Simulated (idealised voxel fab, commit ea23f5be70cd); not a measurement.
A process module follows: voxel double patterning.
cross-section cut | 215 nm wide | cells 5 nm
We lay out every cross-section as a grid of square cells and spell it out in bands from the top down, where one band means one or more rows of cells. The entry gives the band's vertical extent as a top height and a bottom height in nm, then its horizontal make-up as materials from left to right, each with a width in nm. "air" stands for empty space; a single material marked "edge to edge" fills the band edge to edge. Height 0 is the level under which the wafer as received is all one material. The lowest band goes on downwards, as in "0 down". A two-number width, for instance "30->40", indicates that the width is equal to the first number in the top row of the band and to the second number in the bottom row, and that it changes by a constant amount per row of cells. Where the words "nothing changed" appear for a step, the cross-section shows no cell changed by that step; every cell remained as before. Empty spaces without an open route to the top, at least 8 cells in extent, make up the entry "Enclosed void list"; each is given as width x height at distance, where the distance is measured from the left edge, and all are in nm. Where a step's line continues beyond its settings, the continuation is a remark by the simulator itself on that step. What "overlay nm" on a step's line means: if the step has a mask, that mask lay this far to the right of its planned place, or, when the value is negative, to the left. Structure of the following material. The material consists of pairs of cross-sections. Each pair comprises the cross-section before one process step and the cross-section after that step, the latter shown only down to the lowest band that changed. The step between the cross-sections is specified beneath each pair, including its settings. Pairs are not necessarily consecutive: they may derive from different runs of this module performed on the same starting wafer. Continuity with the pair above is to be assumed only where the entry headed "Prior to processing" of the pair in question states it.

Prior to processing
	0 down: Si edge to edge
	Enclosed void list: none

After the Step
	10 to 0: SiO2 edge to edge
	No changes below 0.
	Enclosed void list: none
In between the cross-sections above, the run called for CONFORMAL_DEP, material SiO2, thk nm 10

Prior to processing: this step begins from the cross-section that the pair just above shows after its step.

After the Step
	20 to 10: polySi edge to edge
	No changes below 10.
	Enclosed void list: none
In between the cross-sections above, the run called for DIRECTIONAL_DEP, material polySi, thk nm 10

Prior to processing: this step begins from the cross-section that the pair just above shows after its step.

After the Step
	30 to 20: SiCN edge to edge
	No changes below 20.
	Enclosed void list: none
In between the cross-sections above, the run called for DIRECTIONAL_DEP, material SiCN, thk nm 10

Prior to processing: this step begins from the cross-section that the pair just above shows after its step.

After the Step
	45 to 30: resist: 50, air: 15, resist: 35, air: 15, resist: 35, air: 15, resist: 50
	No changes below 30.
	Enclosed void list: none
In between the cross-sections above, the run called for PATTERN, tone open, mask id FIRST, material resist, width nm 15, pitch nm 50, thk nm 15, overlay nm 0

Prior to processing: this step begins from the cross-section that the pair just above shows after its step.

After the Step
	45 to 30: resist: 50, air: 15, resist: 35, air: 15, resist: 35, air: 15, resist: 50
	30 to 20: SiCN: 50, air: 15, SiCN: 35, air: 15, SiCN: 35, air: 15, SiCN: 50
	No changes below 20.
	Enclosed void list: none
In between the cross-sections above, the run called for DIRECTIONAL_ETCH, etch materials SiCN, depth nm 10

Prior to processing: this step begins from the cross-section that the pair just above shows after its step.

After the Step
	30 to 20: SiCN: 50, air: 15, SiCN: 35, air: 15, SiCN: 35, air: 15, SiCN: 50
	No changes below 20.
	Enclosed void list: none
In between the cross-sections above, the run called for STRIP, etch materials resist

Prior to processing: this step begins from the cross-section that the pair just above shows after its step.

After the Step
	40 to 30: aC: 50, air: 15, aC: 35, air: 15, aC: 35, air: 15, aC: 50
	30 to 20: SiCN: 50, aC: 15, SiCN: 35, aC: 15, SiCN: 35, aC: 15, SiCN: 50
	No changes below 20.
	Enclosed void list: none
In between the cross-sections above, the run called for DIRECTIONAL_DEP, material aC, thk nm 10

Prior to processing: this step begins from the cross-section that the pair just above shows after its step.

After the Step
	70 to 40: resist: 75, air: 15, resist: 35, air: 15, resist: 75
	40 to 30: aC: 50, resist: 15, aC: 35, resist: 15, aC: 35, resist: 15, aC: 50
	No changes below 30.
	Enclosed void list: none
In between the cross-sections above, the run called for PATTERN, tone open, mask id SECOND, material resist, width nm 15, pitch nm 50, thk nm 30, overlay nm 0

Prior to processing: this step begins from the cross-section that the pair just above shows after its step.

After the Step
	60 to 40: resist: 75, air: 15, resist: 35, air: 15, resist: 75
	40 to 30: aC: 50, resist: 15, aC: 10, air: 15, aC: 10, resist: 15, aC: 10, air: 15, aC: 10, resist: 15, aC: 50
	No changes below 30.
	Enclosed void list: none
In between the cross-sections above, the run called for DIRECTIONAL_ETCH, etch materials aC, depth nm 10

Prior to processing: this step begins from the cross-section that the pair just above shows after its step.

After the Step
	40 to 30: aC: 50, air: 15, aC: 10, air: 15, aC: 10, air: 15, aC: 10, air: 15, aC: 10, air: 15, aC: 50
	No changes below 30.
	Enclosed void list: none
In between the cross-sections above, the run called for STRIP, etch materials resist

Prior to processing: this step begins from the cross-section that the pair just above shows after its step.

After the Step
	40 to 30: aC: 50, air: 15, aC: 10, air: 15, aC: 10, air: 15, aC: 10, air: 15, aC: 10, air: 15, aC: 50
	30 to 20: SiCN: 50, aC: 15, SiCN: 10, air: 15, SiCN: 10, aC: 15, SiCN: 10, air: 15, SiCN: 10, aC: 15, SiCN: 50
	No changes below 20.
	Enclosed void list: none
In between the cross-sections above, the run called for DIRECTIONAL_ETCH, etch materials SiCN, depth nm 10

Prior to processing: this step begins from the cross-section that the pair just above shows after its step.

After the Step
	30 to 20: SiCN: 50, air: 15, SiCN: 10, air: 15, SiCN: 10, air: 15, SiCN: 10, air: 15, SiCN: 10, air: 15, SiCN: 50
	No changes below 20.
	Enclosed void list: none
In between the cross-sections above, the run called for STRIP, etch materials aC

Prior to processing: this step begins from the cross-section that the pair just above shows after its step.

After the Step
	30 to 20: SiCN: 50, air: 15, SiCN: 10, air: 15, SiCN: 10, air: 15, SiCN: 10, air: 15, SiCN: 10, air: 15, SiCN: 50
	20 to 10: polySi: 50, air: 15, polySi: 10, air: 15, polySi: 10, air: 15, polySi: 10, air: 15, polySi: 10, air: 15, polySi: 50
	No changes below 10.
	Enclosed void list: none
In between the cross-sections above, the run called for DIRECTIONAL_ETCH, etch materials polySi, depth nm 10

Prior to processing: this step begins from the cross-section that the pair just above shows after its step.

After the Step
	20 to 10: polySi: 50, air: 15, polySi: 10, air: 15, polySi: 10, air: 15, polySi: 10, air: 15, polySi: 10, air: 15, polySi: 50
	No changes below 10.
	Enclosed void list: none
In between the cross-sections above, the run called for STRIP, etch materials SiCN

Prior to processing
	0 down: Si edge to edge
	Enclosed void list: none

After the Step
	10 to 0: polySi edge to edge
	No changes below 0.
	Enclosed void list: none
In between the cross-sections above, the run called for DIRECTIONAL_DEP, material polySi, thk nm 10

Prior to processing: this step begins from the cross-section that the pair just above shows after its step.

After the Step
	20 to 10: SiCN edge to edge
	No changes below 10.
	Enclosed void list: none
In between the cross-sections above, the run called for DIRECTIONAL_DEP, material SiCN, thk nm 10

Prior to processing: this step begins from the cross-section that the pair just above shows after its step.

After the Step
	35 to 20: resist: 50, air: 15, resist: 35, air: 15, resist: 35, air: 15, resist: 50
	No changes below 20.
	Enclosed void list: none
In between the cross-sections above, the run called for PATTERN, tone open, mask id FIRST, material resist, width nm 15, pitch nm 50, thk nm 15, overlay nm 0

Prior to processing: this step begins from the cross-section that the pair just above shows after its step.

After the Step
	35 to 20: resist: 50, air: 15, resist: 35, air: 15, resist: 35, air: 15, resist: 50
	20 to 10: SiCN: 50, air: 15, SiCN: 35, air: 15, SiCN: 35, air: 15, SiCN: 50
	No changes below 10.
	Enclosed void list: none
In between the cross-sections above, the run called for DIRECTIONAL_ETCH, etch materials SiCN, depth nm 10

Prior to processing: this step begins from the cross-section that the pair just above shows after its step.

After the Step
	20 to 10: SiCN: 50, air: 15, SiCN: 35, air: 15, SiCN: 35, air: 15, SiCN: 50
	No changes below 10.
	Enclosed void list: none
In between the cross-sections above, the run called for STRIP, etch materials resist

Prior to processing: this step begins from the cross-section that the pair just above shows after its step.

After the Step
	30 to 20: aC: 50, air: 15, aC: 35, air: 15, aC: 35, air: 15, aC: 50
	20 to 10: SiCN: 50, aC: 15, SiCN: 35, aC: 15, SiCN: 35, aC: 15, SiCN: 50
	No changes below 10.
	Enclosed void list: none
In between the cross-sections above, the run called for DIRECTIONAL_DEP, material aC, thk nm 10

Prior to processing: this step begins from the cross-section that the pair just above shows after its step.

After the Step
	60 to 30: resist: 75, air: 15, resist: 35, air: 15, resist: 75
	30 to 20: aC: 50, resist: 15, aC: 35, resist: 15, aC: 35, resist: 15, aC: 50
	No changes below 20.
	Enclosed void list: none
In between the cross-sections above, the run called for PATTERN, tone open, mask id SECOND, material resist, width nm 15, pitch nm 50, thk nm 30, overlay nm 0

Prior to processing: this step begins from the cross-section that the pair just above shows after its step.

After the Step
	50 to 30: resist: 75, air: 15, resist: 35, air: 15, resist: 75
	30 to 20: aC: 50, resist: 15, aC: 10, air: 15, aC: 10, resist: 15, aC: 10, air: 15, aC: 10, resist: 15, aC: 50
	No changes below 20.
	Enclosed void list: none
In between the cross-sections above, the run called for DIRECTIONAL_ETCH, etch materials aC, depth nm 10

Prior to processing: this step begins from the cross-section that the pair just above shows after its step.

After the Step
	30 to 20: aC: 50, air: 15, aC: 10, air: 15, aC: 10, air: 15, aC: 10, air: 15, aC: 10, air: 15, aC: 50
	No changes below 20.
	Enclosed void list: none
In between the cross-sections above, the run called for STRIP, etch materials resist

Prior to processing: this step begins from the cross-section that the pair just above shows after its step.

After the Step
	30 to 20: aC: 50, air: 15, aC: 10, air: 15, aC: 10, air: 15, aC: 10, air: 15, aC: 10, air: 15, aC: 50
	20 to 10: SiCN: 50, aC: 15, SiCN: 10, air: 15, SiCN: 10, aC: 15, SiCN: 10, air: 15, SiCN: 10, aC: 15, SiCN: 50
	No changes below 10.
	Enclosed void list: none
In between the cross-sections above, the run called for DIRECTIONAL_ETCH, etch materials SiCN, depth nm 10

Prior to processing: this step begins from the cross-section that the pair just above shows after its step.

After the Step
	20 to 10: SiCN: 50, air: 15, SiCN: 10, air: 15, SiCN: 10, air: 15, SiCN: 10, air: 15, SiCN: 10, air: 15, SiCN: 50
	No changes below 10.
	Enclosed void list: none
In between the cross-sections above, the run called for STRIP, etch materials aC

Prior to processing: this step begins from the cross-section that the pair just above shows after its step.

After the Step
	20 to 10: SiCN: 50, air: 15, SiCN: 10, air: 15, SiCN: 10, air: 15, SiCN: 10, air: 15, SiCN: 10, air: 15, SiCN: 50
	10 to 0: polySi: 50, air: 15, polySi: 10, air: 15, polySi: 10, air: 15, polySi: 10, air: 15, polySi: 10, air: 15, polySi: 50
	No changes below 0.
	Enclosed void list: none
In between the cross-sections above, the run called for DIRECTIONAL_ETCH, etch materials polySi, depth nm 10

Prior to processing: this step begins from the cross-section that the pair just above shows after its step.

After the Step
	10 to 0: polySi: 50, air: 15, polySi: 10, air: 15, polySi: 10, air: 15, polySi: 10, air: 15, polySi: 10, air: 15, polySi: 50
	No changes below 0.
	Enclosed void list: none
In between the cross-sections above, the run called for STRIP, etch materials SiCN

Prior to processing
	10 to 0: polySi edge to edge
	0 down: Si edge to edge
	Enclosed void list: none

After the Step
	20 to 10: SiO2 edge to edge
	No changes below 10.
	Enclosed void list: none
In between the cross-sections above, the run called for CONFORMAL_DEP, material SiO2, thk nm 10

Prior to processing: this step begins from the cross-section that the pair just above shows after its step.

After the Step
	30 to 20: SiCN edge to edge
	No changes below 20.
	Enclosed void list: none
In between the cross-sections above, the run called for DIRECTIONAL_DEP, material SiCN, thk nm 10

Prior to processing: this step begins from the cross-section that the pair just above shows after its step.

After the Step
	45 to 30: resist: 50, air: 15, resist: 35, air: 15, resist: 35, air: 15, resist: 50
	No changes below 30.
	Enclosed void list: none
In between the cross-sections above, the run called for PATTERN, tone open, mask id FIRST, material resist, width nm 15, pitch nm 50, thk nm 15, overlay nm 0

Prior to processing: this step begins from the cross-section that the pair just above shows after its step.

After the Step
	45 to 30: resist: 50, air: 15, resist: 35, air: 15, resist: 35, air: 15, resist: 50
	30 to 20: SiCN: 50, air: 15, SiCN: 35, air: 15, SiCN: 35, air: 15, SiCN: 50
	No changes below 20.
	Enclosed void list: none
In between the cross-sections above, the run called for DIRECTIONAL_ETCH, etch materials SiCN, depth nm 10

Prior to processing: this step begins from the cross-section that the pair just above shows after its step.

After the Step
	30 to 20: SiCN: 50, air: 15, SiCN: 35, air: 15, SiCN: 35, air: 15, SiCN: 50
	No changes below 20.
	Enclosed void list: none
In between the cross-sections above, the run called for STRIP, etch materials resist

Prior to processing: this step begins from the cross-section that the pair just above shows after its step.

After the Step
	40 to 30: aC: 50, air: 15, aC: 35, air: 15, aC: 35, air: 15, aC: 50
	30 to 20: SiCN: 50, aC: 15, SiCN: 35, aC: 15, SiCN: 35, aC: 15, SiCN: 50
	No changes below 20.
	Enclosed void list: none
In between the cross-sections above, the run called for DIRECTIONAL_DEP, material aC, thk nm 10

Prior to processing: this step begins from the cross-section that the pair just above shows after its step.

After the Step
	70 to 40: resist: 75, air: 15, resist: 35, air: 15, resist: 75
	40 to 30: aC: 50, resist: 15, aC: 35, resist: 15, aC: 35, resist: 15, aC: 50
	No changes below 30.
	Enclosed void list: none
In between the cross-sections above, the run called for PATTERN, tone open, mask id SECOND, material resist, width nm 15, pitch nm 50, thk nm 30, overlay nm 0

Prior to processing: this step begins from the cross-section that the pair just above shows after its step.

After the Step
	60 to 40: resist: 75, air: 15, resist: 35, air: 15, resist: 75
	40 to 30: aC: 50, resist: 15, aC: 10, air: 15, aC: 10, resist: 15, aC: 10, air: 15, aC: 10, resist: 15, aC: 50
	No changes below 30.
	Enclosed void list: none
In between the cross-sections above, the run called for DIRECTIONAL_ETCH, etch materials aC, depth nm 10

Prior to processing: this step begins from the cross-section that the pair just above shows after its step.

After the Step
	40 to 30: aC: 50, air: 15, aC: 10, air: 15, aC: 10, air: 15, aC: 10, air: 15, aC: 10, air: 15, aC: 50
	No changes below 30.
	Enclosed void list: none
In between the cross-sections above, the run called for STRIP, etch materials resist

Prior to processing: this step begins from the cross-section that the pair just above shows after its step.

After the Step
	40 to 30: aC: 50, air: 15, aC: 10, air: 15, aC: 10, air: 15, aC: 10, air: 15, aC: 10, air: 15, aC: 50
	30 to 20: SiCN: 50, aC: 15, SiCN: 10, air: 15, SiCN: 10, aC: 15, SiCN: 10, air: 15, SiCN: 10, aC: 15, SiCN: 50
	No changes below 20.
	Enclosed void list: none
In between the cross-sections above, the run called for DIRECTIONAL_ETCH, etch materials SiCN, depth nm 10

Prior to processing: this step begins from the cross-section that the pair just above shows after its step.

After the Step
	30 to 20: SiCN: 50, air: 15, SiCN: 10, air: 15, SiCN: 10, air: 15, SiCN: 10, air: 15, SiCN: 10, air: 15, SiCN: 50
	No changes below 20.
	Enclosed void list: none
In between the cross-sections above, the run called for STRIP, etch materials aC

Prior to processing: this step begins from the cross-section that the pair just above shows after its step.

After the Step
	20 to 10: SiO2 edge to edge
	No changes below 10.
	Enclosed void list: none
In between the cross-sections above, the run called for STRIP, etch materials SiCN

Prior to processing
	10 to 0: SiO2 edge to edge
	0 down: Si edge to edge
	Enclosed void list: none

After the Step
	25 to 10: polySi edge to edge
	No changes below 10.
	Enclosed void list: none
In between the cross-sections above, the run called for DIRECTIONAL_DEP, material polySi, thk nm 15

Prior to processing: this step begins from the cross-section that the pair just above shows after its step.

After the Step
	35 to 25: SiCN edge to edge
	No changes below 25.
	Enclosed void list: none
In between the cross-sections above, the run called for DIRECTIONAL_DEP, material SiCN, thk nm 10

Prior to processing: this step begins from the cross-section that the pair just above shows after its step.

After the Step
	50 to 35: resist: 50, air: 15, resist: 35, air: 15, resist: 35, air: 15, resist: 50
	No changes below 35.
	Enclosed void list: none
In between the cross-sections above, the run called for PATTERN, tone open, mask id FIRST, material resist, width nm 15, pitch nm 50, thk nm 15, overlay nm 0

Prior to processing: this step begins from the cross-section that the pair just above shows after its step.

After the Step
	50 to 35: resist: 50, air: 15, resist: 35, air: 15, resist: 35, air: 15, resist: 50
	35 to 25: SiCN: 50, air: 15, SiCN: 35, air: 15, SiCN: 35, air: 15, SiCN: 50
	No changes below 25.
	Enclosed void list: none
In between the cross-sections above, the run called for DIRECTIONAL_ETCH, etch materials SiCN, depth nm 10

Prior to processing: this step begins from the cross-section that the pair just above shows after its step.

After the Step
	35 to 25: SiCN: 50, air: 15, SiCN: 35, air: 15, SiCN: 35, air: 15, SiCN: 50
	No changes below 25.
	Enclosed void list: none
In between the cross-sections above, the run called for STRIP, etch materials resist

Prior to processing: this step begins from the cross-section that the pair just above shows after its step.

After the Step
	45 to 35: aC: 50, air: 15, aC: 35, air: 15, aC: 35, air: 15, aC: 50
	35 to 25: SiCN: 50, aC: 15, SiCN: 35, aC: 15, SiCN: 35, aC: 15, SiCN: 50
	No changes below 25.
	Enclosed void list: none
In between the cross-sections above, the run called for DIRECTIONAL_DEP, material aC, thk nm 10

Prior to processing: this step begins from the cross-section that the pair just above shows after its step.

After the Step
	75 to 45: resist: 75, air: 15, resist: 35, air: 15, resist: 75
	45 to 35: aC: 50, resist: 15, aC: 35, resist: 15, aC: 35, resist: 15, aC: 50
	No changes below 35.
	Enclosed void list: none
In between the cross-sections above, the run called for PATTERN, tone open, mask id SECOND, material resist, width nm 15, pitch nm 50, thk nm 30, overlay nm 0

Prior to processing: this step begins from the cross-section that the pair just above shows after its step.

After the Step
	65 to 45: resist: 75, air: 15, resist: 35, air: 15, resist: 75
	45 to 35: aC: 50, resist: 15, aC: 10, air: 15, aC: 10, resist: 15, aC: 10, air: 15, aC: 10, resist: 15, aC: 50
	No changes below 35.
	Enclosed void list: none
In between the cross-sections above, the run called for DIRECTIONAL_ETCH, etch materials aC, depth nm 10

Prior to processing: this step begins from the cross-section that the pair just above shows after its step.

After the Step
	45 to 35: aC: 50, air: 15, aC: 10, air: 15, aC: 10, air: 15, aC: 10, air: 15, aC: 10, air: 15, aC: 50
	No changes below 35.
	Enclosed void list: none
In between the cross-sections above, the run called for STRIP, etch materials resist

Prior to processing: this step begins from the cross-section that the pair just above shows after its step.

After the Step
	45 to 35: aC: 50, air: 15, aC: 10, air: 15, aC: 10, air: 15, aC: 10, air: 15, aC: 10, air: 15, aC: 50
	35 to 25: SiCN: 50, aC: 15, SiCN: 10, air: 15, SiCN: 10, aC: 15, SiCN: 10, air: 15, SiCN: 10, aC: 15, SiCN: 50
	No changes below 25.
	Enclosed void list: none
In between the cross-sections above, the run called for DIRECTIONAL_ETCH, etch materials SiCN, depth nm 10

Prior to processing: this step begins from the cross-section that the pair just above shows after its step.

After the Step
	35 to 25: SiCN: 50, air: 15, SiCN: 10, air: 15, SiCN: 10, air: 15, SiCN: 10, air: 15, SiCN: 10, air: 15, SiCN: 50
	No changes below 25.
	Enclosed void list: none
In between the cross-sections above, the run called for STRIP, etch materials aC

Prior to processing: this step begins from the cross-section that the pair just above shows after its step.

After the Step
	35 to 25: SiCN: 50, air: 15, SiCN: 10, air: 15, SiCN: 10, air: 15, SiCN: 10, air: 15, SiCN: 10, air: 15, SiCN: 50
	25 to 15: polySi: 50, air: 15, polySi: 10, air: 15, polySi: 10, air: 15, polySi: 10, air: 15, polySi: 10, air: 15, polySi: 50
	No changes below 15.
	Enclosed void list: none
In between the cross-sections above, the run called for DIRECTIONAL_ETCH, etch materials polySi, depth nm 10

Prior to processing: this step begins from the cross-section that the pair just above shows after its step.

After the Step
	25 to 15: polySi: 50, air: 15, polySi: 10, air: 15, polySi: 10, air: 15, polySi: 10, air: 15, polySi: 10, air: 15, polySi: 50
	No changes below 15.
	Enclosed void list: none
In between the cross-sections above, the run called for STRIP, etch materials SiCN

Prior to processing
	30 to 20: SiCN edge to edge
	20 to 10: polySi edge to edge
	10 to 0: SiO2 edge to edge
	0 down: Si edge to edge
	Enclosed void list: none

After the Step
	45 to 30: resist: 45, air: 25, resist: 25, air: 25, resist: 25, air: 25, resist: 45
	No changes below 30.
	Enclosed void list: none
In between the cross-sections above, the run called for PATTERN, tone open, mask id FIRST, material resist, width nm 25, pitch nm 50, thk nm 15, overlay nm 0

Prior to processing: this step begins from the cross-section that the pair just above shows after its step.

After the Step
	45 to 30: resist: 45, air: 25, resist: 25, air: 25, resist: 25, air: 25, resist: 45
	30 to 20: SiCN: 45, air: 25, SiCN: 25, air: 25, SiCN: 25, air: 25, SiCN: 45
	No changes below 20.
	Enclosed void list: none
In between the cross-sections above, the run called for DIRECTIONAL_ETCH, etch materials SiCN, depth nm 10

Prior to processing: this step begins from the cross-section that the pair just above shows after its step.

After the Step
	30 to 20: SiCN: 45, air: 25, SiCN: 25, air: 25, SiCN: 25, air: 25, SiCN: 45
	No changes below 20.
	Enclosed void list: none
In between the cross-sections above, the run called for STRIP, etch materials resist

Prior to processing: this step begins from the cross-section that the pair just above shows after its step.

After the Step
	40 to 30: aC: 45, air: 25, aC: 25, air: 25, aC: 25, air: 25, aC: 45
	30 to 20: SiCN: 45, aC: 25, SiCN: 25, aC: 25, SiCN: 25, aC: 25, SiCN: 45
	No changes below 20.
	Enclosed void list: none
In between the cross-sections above, the run called for DIRECTIONAL_DEP, material aC, thk nm 10

Prior to processing: this step begins from the cross-section that the pair just above shows after its step.

After the Step
	70 to 40: resist: 75, air: 15, resist: 35, air: 15, resist: 75
	40 to 30: aC: 45, resist: 25, aC: 25, resist: 25, aC: 25, resist: 25, aC: 45
	No changes below 30.
	Enclosed void list: none
In between the cross-sections above, the run called for PATTERN, tone open, mask id SECOND, material resist, width nm 15, pitch nm 50, thk nm 30, overlay nm 0

Prior to processing: this step begins from the cross-section that the pair just above shows after its step.

After the Step
	60 to 40: resist: 75, air: 15, resist: 35, air: 15, resist: 75
	40 to 30: aC: 45, resist: 25, aC: 5, air: 15, aC: 5, resist: 25, aC: 5, air: 15, aC: 5, resist: 25, aC: 45
	No changes below 30.
	Enclosed void list: none
In between the cross-sections above, the run called for DIRECTIONAL_ETCH, etch materials aC, depth nm 10

Prior to processing: this step begins from the cross-section that the pair just above shows after its step.

After the Step
	40 to 30: aC: 45, air: 25, aC: 5, air: 15, aC: 5, air: 25, aC: 5, air: 15, aC: 5, air: 25, aC: 45
	No changes below 30.
	Enclosed void list: none
In between the cross-sections above, the run called for STRIP, etch materials resist

Prior to processing: this step begins from the cross-section that the pair just above shows after its step.

After the Step
	40 to 30: aC: 45, air: 25, aC: 5, air: 15, aC: 5, air: 25, aC: 5, air: 15, aC: 5, air: 25, aC: 45
	30 to 20: SiCN: 45, aC: 25, SiCN: 5, air: 15, SiCN: 5, aC: 25, SiCN: 5, air: 15, SiCN: 5, aC: 25, SiCN: 45
	No changes below 20.
	Enclosed void list: none
In between the cross-sections above, the run called for DIRECTIONAL_ETCH, etch materials SiCN, depth nm 10

Prior to processing: this step begins from the cross-section that the pair just above shows after its step.

After the Step
	30 to 20: SiCN: 45, air: 25, SiCN: 5, air: 15, SiCN: 5, air: 25, SiCN: 5, air: 15, SiCN: 5, air: 25, SiCN: 45
	No changes below 20.
	Enclosed void list: none
In between the cross-sections above, the run called for STRIP, etch materials aC

Prior to processing: this step begins from the cross-section that the pair just above shows after its step.

After the Step
	30 to 20: SiCN: 45, air: 25, SiCN: 5, air: 15, SiCN: 5, air: 25, SiCN: 5, air: 15, SiCN: 5, air: 25, SiCN: 45
	20 to 10: polySi: 45, air: 25, polySi: 5, air: 15, polySi: 5, air: 25, polySi: 5, air: 15, polySi: 5, air: 25, polySi: 45
	No changes below 10.
	Enclosed void list: none
In between the cross-sections above, the run called for DIRECTIONAL_ETCH, etch materials polySi, depth nm 10

Prior to processing: this step begins from the cross-section that the pair just above shows after its step.

After the Step
	20 to 10: polySi: 45, air: 25, polySi: 5, air: 15, polySi: 5, air: 25, polySi: 5, air: 15, polySi: 5, air: 25, polySi: 45
	No changes below 10.
	Enclosed void list: none
In between the cross-sections above, the run called for STRIP, etch materials SiCN

Prior to processing
	40 to 30: aC: 50, air: 15, aC: 35, air: 15, aC: 35, air: 15, aC: 50
	30 to 20: SiCN: 50, aC: 15, SiCN: 35, aC: 15, SiCN: 35, aC: 15, SiCN: 50
	20 to 10: polySi edge to edge
	10 to 0: SiO2 edge to edge
	0 down: Si edge to edge
	Enclosed void list: none

After the Step
	70 to 40: resist: 80, air: 15, resist: 35, air: 15, resist: 70
	40 to 30: aC: 50, resist: 15, aC: 35, resist: 15, aC: 35, resist: 15, aC: 50
	No changes below 30.
	Enclosed void list: none
In between the cross-sections above, the run called for PATTERN, tone open, mask id SECOND, material resist, width nm 15, pitch nm 50, thk nm 30, overlay nm 5

Prior to processing: this step begins from the cross-section that the pair just above shows after its step.

After the Step
	60 to 40: resist: 80, air: 15, resist: 35, air: 15, resist: 70
	40 to 30: aC: 50, resist: 15, aC: 15, air: 15, aC: 5, resist: 15, aC: 15, air: 15, aC: 5, resist: 15, aC: 50
	No changes below 30.
	Enclosed void list: none
In between the cross-sections above, the run called for DIRECTIONAL_ETCH, etch materials aC, depth nm 10

Prior to processing: this step begins from the cross-section that the pair just above shows after its step.

After the Step
	40 to 30: aC: 50, air: 15, aC: 15, air: 15, aC: 5, air: 15, aC: 15, air: 15, aC: 5, air: 15, aC: 50
	No changes below 30.
	Enclosed void list: none
In between the cross-sections above, the run called for STRIP, etch materials resist

Prior to processing: this step begins from the cross-section that the pair just above shows after its step.

After the Step
	40 to 30: aC: 50, air: 15, aC: 15, air: 15, aC: 5, air: 15, aC: 15, air: 15, aC: 5, air: 15, aC: 50
	30 to 20: SiCN: 50, aC: 15, SiCN: 15, air: 15, SiCN: 5, aC: 15, SiCN: 15, air: 15, SiCN: 5, aC: 15, SiCN: 50
	No changes below 20.
	Enclosed void list: none
In between the cross-sections above, the run called for DIRECTIONAL_ETCH, etch materials SiCN, depth nm 10

Prior to processing: this step begins from the cross-section that the pair just above shows after its step.

After the Step
	30 to 20: SiCN: 50, air: 15, SiCN: 15, air: 15, SiCN: 5, air: 15, SiCN: 15, air: 15, SiCN: 5, air: 15, SiCN: 50
	No changes below 20.
	Enclosed void list: none
In between the cross-sections above, the run called for STRIP, etch materials aC

Prior to processing: this step begins from the cross-section that the pair just above shows after its step.

After the Step
	30 to 20: SiCN: 50, air: 15, SiCN: 15, air: 15, SiCN: 5, air: 15, SiCN: 15, air: 15, SiCN: 5, air: 15, SiCN: 50
	20 to 10: polySi: 50, air: 15, polySi: 15, air: 15, polySi: 5, air: 15, polySi: 15, air: 15, polySi: 5, air: 15, polySi: 50
	No changes below 10.
	Enclosed void list: none
In between the cross-sections above, the run called for DIRECTIONAL_ETCH, etch materials polySi, depth nm 10

Prior to processing: this step begins from the cross-section that the pair just above shows after its step.

After the Step
	20 to 10: polySi: 50, air: 15, polySi: 15, air: 15, polySi: 5, air: 15, polySi: 15, air: 15, polySi: 5, air: 15, polySi: 50
	No changes below 10.
	Enclosed void list: none
In between the cross-sections above, the run called for STRIP, etch materials SiCN

Prior to processing
	40 to 30: aC: 50, air: 15, aC: 10, air: 15, aC: 10, air: 15, aC: 10, air: 15, aC: 10, air: 15, aC: 50
	30 to 20: SiCN: 50, aC: 15, SiCN: 10, air: 15, SiCN: 10, aC: 15, SiCN: 10, air: 15, SiCN: 10, aC: 15, SiCN: 50
	20 to 10: polySi edge to edge
	10 to 0: SiO2 edge to edge
	0 down: Si edge to edge
	Enclosed void list: none

After the Step
	40 to 30: aC: 50, air: 115, aC: 50
	30 to 20: SiCN: 50, aC: 15, air: 35, aC: 15, air: 35, aC: 15, SiCN: 50
	No changes below 20.
	Enclosed void list: none
In between the cross-sections above, the run called for STRIP, etch materials SiCN

Prior to processing: this step begins from the cross-section that the pair just above shows after its step.

After the Step
	40 to 30: aC: 50, air: 115, aC: 50
	30 to 20: SiCN: 50, aC: 15, air: 35, aC: 15, air: 35, aC: 15, SiCN: 50
	20 to 10: polySi: 65, air: 35, polySi: 15, air: 35, polySi: 65
	No changes below 10.
	Enclosed void list: none
In between the cross-sections above, the run called for DIRECTIONAL_ETCH, etch materials polySi, depth nm 10

Prior to processing
	40 to 30: aC: 50, air: 15, aC: 35, air: 15, aC: 35, air: 15, aC: 50
	30 to 20: SiCN: 50, aC: 15, SiCN: 35, aC: 15, SiCN: 35, aC: 15, SiCN: 50
	20 to 10: polySi edge to edge
	10 to 0: SiO2 edge to edge
	0 down: Si edge to edge
	Enclosed void list: none

After the Step
	70 to 40: air: 75, resist: 15, air: 35, resist: 15, air: 75
	No changes below 40.
	Enclosed void list: none
In between the cross-sections above, the run called for PATTERN, tone cover, mask id SECOND, material resist, width nm 15, pitch nm 50, thk nm 30, overlay nm 0

Prior to processing: this step begins from the cross-section that the pair just above shows after its step.

After the Step
	60 to 40: air: 75, resist: 15, air: 35, resist: 15, air: 75
	40 to 30: air: 75, aC: 15, air: 35, aC: 15, air: 75
	30 to 20: SiCN: 50, air: 15, SiCN: 35, air: 15, SiCN: 35, air: 15, SiCN: 50
	No changes below 20.
	Enclosed void list: none
In between the cross-sections above, the run called for DIRECTIONAL_ETCH, etch materials aC, depth nm 10

Prior to processing: this step begins from the cross-section that the pair just above shows after its step.

After the Step
	40 to 30: air: 75, aC: 15, air: 35, aC: 15, air: 75
	No changes below 30.
	Enclosed void list: none
In between the cross-sections above, the run called for STRIP, etch materials resist

Prior to processing: this step begins from the cross-section that the pair just above shows after its step.

After the Step
	40 to 30: air: 75, aC: 15, air: 35, aC: 15, air: 75
	30 to 20: air: 75, SiCN: 15, air: 35, SiCN: 15, air: 75
	No changes below 20.
	Enclosed void list: none
In between the cross-sections above, the run called for DIRECTIONAL_ETCH, etch materials SiCN, depth nm 10

Prior to processing: this step begins from the cross-section that the pair just above shows after its step.

After the Step
	30 to 20: air: 75, SiCN: 15, air: 35, SiCN: 15, air: 75
	No changes below 20.
	Enclosed void list: none
In between the cross-sections above, the run called for STRIP, etch materials aC

Prior to processing: this step begins from the cross-section that the pair just above shows after its step.

After the Step
	30 to 20: air: 75, SiCN: 15, air: 35, SiCN: 15, air: 75
	20 to 10: air: 75, polySi: 15, air: 35, polySi: 15, air: 75
	No changes below 10.
	Enclosed void list: none
In between the cross-sections above, the run called for DIRECTIONAL_ETCH, etch materials polySi, depth nm 10

Prior to processing: this step begins from the cross-section that the pair just above shows after its step.

After the Step
	20 to 10: air: 75, polySi: 15, air: 35, polySi: 15, air: 75
	No changes below 10.
	Enclosed void list: none
In between the cross-sections above, the run called for STRIP, etch materials SiCN
